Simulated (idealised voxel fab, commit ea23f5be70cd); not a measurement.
Title: Process Module voxel transistor to metal
Displayed cross-section: cut, width of 165 nm, square cells sized 5 nm.
This document writes a cross-section as a grid whose cells are square, and gives it as bands, listed from the top down; one or more rows of cells form a band. Read a band's entry like this: the first values are the height of its top and the height of its bottom in nm, and what follows is the sequence of materials from left to right, each with its width in nm. Note that "air" is empty space, and that a single material marked "everywhere" reaches across the band from edge to edge. It should be noted that heights are counted from 0, beneath which the wafer as supplied is of one material throughout, and that the lowest band possesses no lower boundary but continues downward, as written in "from 0 down". Read "30->40" as a graded width: first number on top, second number at the bottom, same change between each pair of neighbouring rows. For the purposes of this document, the phrase "stayed the same" attached to a step denotes that no cell within the cross-section was modified by that step. What "Tabulated closed voids" gives you is every empty space of 8 cells or more that is cut off from the top. Each appears as width x height at distance, with the distance taken from the left edge and width, height and distance all in nm. Formally, on a step line, whatever follows the settings is a remark that the simulator itself makes on the step. For masked steps, "overlay nm" on the step line gives how far right of plan the mask actually lay; a minus sign means it lay to the left.

Listed below are the process steps as planned:
- 1: RECEIVE,material Si
- 2: CONFORMAL_DEP,material SiO2,thk nm 5
- 3: CONFORMAL_DEP,material SiN,thk nm 15
- 4: PATTERN,tone cover,mask id ACTIVE,material resist,width nm 95,thk nm 15,overlay nm 0
- 5: DIRECTIONAL_ETCH,etch materials SiN,depth nm 15
- 6: DIRECTIONAL_ETCH,etch materials SiO2,depth nm 5
- 7: DIRECTIONAL_ETCH,etch materials Si,depth nm 35
- 8: STRIP,etch materials resist
- 9: FILL_DEP,material SiO2,thk nm 15
- 10: CMP,height nm 20
- 11: SELECTIVE_ETCH,etch materials SiO2,depth nm 10
- 12: STRIP,etch materials SiN
- 13: SELECTIVE_ETCH,etch materials SiO2,depth nm 5
- 14: OXIDIZE,depth nm 5
- 15: DIRECTIONAL_DEP,material polySi,thk nm 25
- 16: DIRECTIONAL_DEP,material SiCN,thk nm 10
- 17: DIRECTIONAL_DEP,material aC,thk nm 15
- 18: PATTERN,tone cover,mask id GATE,material resist,width nm 15,thk nm 30,overlay nm 0
- 19: DIRECTIONAL_ETCH,etch materials aC,depth nm 15
- 20: STRIP,etch materials resist
- 21: DIRECTIONAL_ETCH,etch materials SiCN,depth nm 20
- 22: DIRECTIONAL_ETCH,etch materials polySi,depth nm 35
- 23: STRIP,etch materials aC
- 24: CONFORMAL_DEP,material SiN,thk nm 10
- 25: DIRECTIONAL_ETCH,etch materials SiN,depth nm 10
- 26: DIRECTIONAL_ETCH,etch materials SiO2,depth nm 5
- 27: DIRECTIONAL_ETCH,etch materials Si,depth nm 15
- 28: EPI,material pSi,thk nm 20
- 29: FILL_DEP,material SiO2,thk nm 5
- 30: CMP,height nm 35
- 31: DIRECTIONAL_DEP,material SiO2,thk nm 15
- 32: PATTERN,tone open,mask id CONTACT,material resist,width nm 30,pitch nm 55,thk nm 15,overlay nm 0
- 33: DIRECTIONAL_ETCH,etch materials SiO2,depth nm 35
- 34: STRIP,etch materials resist
- 35: CONFORMAL_DEP,material TiN,thk nm 5
- 36: FILL_DEP,material W,thk nm 10
- 37: CMP,height nm 50
- 38: CONFORMAL_DEP,material SiCN,thk nm 5
- 39: DIRECTIONAL_DEP,material SiO2,thk nm 25
- 40: DIRECTIONAL_DEP,material aC,thk nm 10
- 41: PATTERN,tone open,mask id METAL_1,material resist,width nm 20,pitch nm 65,thk nm 25,overlay nm 0
- 42: DIRECTIONAL_ETCH,etch materials aC,depth nm 10
- 43: STRIP,etch materials resist
- 44: DIRECTIONAL_ETCH,etch materials SiO2,depth nm 25
- 45: DIRECTIONAL_ETCH,etch materials SiCN,depth nm 5
- 46: STRIP,etch materials aC
- 47: CONFORMAL_DEP,material TiN,thk nm 5
- 48: FILL_DEP,material Cu,thk nm 5
- 49: CMP,height nm 80
- 50: CONFORMAL_DEP,material SiCN,thk nm 5
- 51: DIRECTIONAL_DEP,material SiO2,thk nm 30
- 52: DIRECTIONAL_DEP,material aC,thk nm 15
- 53: PATTERN,tone open,mask id METAL_2,material resist,width nm 20,pitch nm 65,thk nm 35,overlay nm 0
- 54: DIRECTIONAL_ETCH,etch materials aC,depth nm 15
- 55: STRIP,etch materials resist
- 56: DIRECTIONAL_ETCH,etch materials SiO2,depth nm 15
- 57: STRIP,etch materials aC
- 58: MASKED_ETCH,tone open,mask id METAL_2_HOLES,width nm 15,pitch nm 65,etch materials SiO2,depth nm 15,overlay nm 0
- 59: MASKED_ETCH,tone open,mask id METAL_2_HOLES,width nm 15,pitch nm 65,etch materials SiCN,depth nm 5,overlay nm 0
- 60: CONFORMAL_DEP,material TiN,thk nm 5
- 61: FILL_DEP,material Cu,thk nm 5
- 62: CMP,height nm 115
- 63: CONFORMAL_DEP,material SiN,thk nm 5

As-received state of the wafer in cross-section, equivalent to post-step 1:
from 0 down: Si everywhere
Tabulated closed voids: none

As-planned run: cross-section of the first of two wafers at end of module:
from 120 to 115: SiN everywhere
from 115 to 105: 40 SiO2, 5 TiN, 10 Cu, 5 TiN, 45 SiO2, 5 TiN, 10 Cu, 5 TiN, 40 SiO2
from 105 to 100: 40 SiO2, 5 TiN, 5 Cu, 10 TiN, 45 SiO2, 5 TiN, 5 Cu, 10 TiN, 40 SiO2
from 100 to 85: 40 SiO2, 5 TiN, 5 Cu, 5 TiN, 50 SiO2, 5 TiN, 5 Cu, 5 TiN, 45 SiO2
from 85 to 80: 40 SiCN, 15 TiN, 50 SiCN, 15 TiN, 45 SiCN
from 80 to 55: 40 SiO2, 5 TiN, 10 Cu, 5 TiN, 45 SiO2, 5 TiN, 10 Cu, 5 TiN, 40 SiO2
from 55 to 50: 40 SiCN, 20 TiN, 45 SiCN, 20 TiN, 40 SiCN
from 50 to 40: 40 SiO2, 5 TiN, 20 W, 5 TiN, 25 SiO2, 5 TiN, 20 W, 5 TiN, 40 SiO2
from 40 to 35: 40 SiO2, 5 TiN, 15 W, 10 TiN, 25 SiO2, 10 TiN, 15 W, 5 TiN, 40 SiO2
from 35 to 25: 40 SiO2, 5 TiN, 15 W, 5 TiN, 10 SiN, 15 SiCN, 10 SiN, 5 TiN, 15 W, 5 TiN, 40 SiO2
from 25 to 20: 40 SiO2, 5 TiN, 15 W, 5 TiN, 10 SiN, 15 polySi, 10 SiN, 5 TiN, 15 W, 5 TiN, 40 SiO2
from 20 to 15: 40 SiO2, 25 TiN, 10 SiN, 15 polySi, 10 SiN, 25 TiN, 40 SiO2
from 15 to 5: 30 SiO2, 35 pSi, 10 SiN, 15 polySi, 10 SiN, 35 pSi, 30 SiO2
from 5 to 0: 30 SiO2, 10 SiN, 25 pSi, 10 SiN, 15 polySi, 10 SiN, 25 pSi, 10 SiN, 30 SiO2
from 0 to -5: 40 SiO2, 25 pSi, 35 SiO2, 25 pSi, 40 SiO2
from -5 to -20: 35 SiO2, 5 Si, 25 pSi, 35 Si, 25 pSi, 5 Si, 35 SiO2
from -20 to -35: 35 SiO2, 95 Si, 35 SiO2
from -35 down: Si everywhere
Tabulated closed voids: none

Cross-section at end of module for the second wafer of two, which matched the first in starting point and plan and differed by one mistake in its processing:
from 120 to 115: SiN everywhere
from 115 to 105: 40 SiO2, 5 TiN, 10 Cu, 5 TiN, 45 SiO2, 5 TiN, 10 Cu, 5 TiN, 40 SiO2
from 105 to 100: 40 SiO2, 5 TiN, 5 Cu, 10 TiN, 45 SiO2, 5 TiN, 5 Cu, 10 TiN, 40 SiO2
from 100 to 85: 40 SiO2, 5 TiN, 5 Cu, 5 TiN, 50 SiO2, 5 TiN, 5 Cu, 5 TiN, 45 SiO2
from 85 to 80: 40 SiCN, 15 TiN, 50 SiCN, 15 TiN, 45 SiCN
from 80 to 55: 40 SiO2, 5 TiN, 10 Cu, 5 TiN, 45 SiO2, 5 TiN, 10 Cu, 5 TiN, 40 SiO2
from 55 to 50: 40 SiCN, 20 TiN, 45 SiCN, 20 TiN, 40 SiCN
from 50 to 40: 40 SiO2, 5 TiN, 20 W, 5 TiN, 25 SiO2, 5 TiN, 20 W, 5 TiN, 40 SiO2
from 40 to 35: 40 SiO2, 5 TiN, 15 W, 10 TiN, 25 SiO2, 10 TiN, 15 W, 5 TiN, 40 SiO2
from 35 to 25: 40 SiO2, 5 TiN, 15 W, 5 TiN, 10 SiN, 15 SiCN, 10 SiN, 5 TiN, 15 W, 5 TiN, 40 SiO2
from 25 to 20: 40 SiO2, 5 TiN, 15 W, 5 TiN, 10 SiN, 15 polySi, 10 SiN, 5 TiN, 15 W, 5 TiN, 40 SiO2
from 20 to 15: 40 SiO2, 25 TiN, 10 SiN, 15 polySi, 10 SiN, 25 TiN, 40 SiO2
from 15 to 5: 35 SiO2, 30 pSi, 10 SiN, 15 polySi, 10 SiN, 35 pSi, 30 SiO2
from 5 to 0: 35 SiO2, 10 SiN, 20 pSi, 10 SiN, 15 polySi, 10 SiN, 25 pSi, 10 SiN, 30 SiO2
from 0 to -5: 45 SiO2, 20 pSi, 35 SiO2, 25 pSi, 40 SiO2
from -5 to -20: 40 SiO2, 5 Si, 20 pSi, 35 Si, 25 pSi, 5 Si, 35 SiO2
from -20 to -35: 40 SiO2, 90 Si, 35 SiO2
from -35 down: Si everywhere
Tabulated closed voids: none
What broke from the plan during processing? contrary to plan, step 4 was performed as PATTERN,tone cover,mask id ACTIVE,material resist,width nm 90,thk nm 15,overlay nm 0
The final cell counts differ between the wafers, with the second having more or fewer of some materials than the first: -3 Si, +10 SiO2, -7 pSi
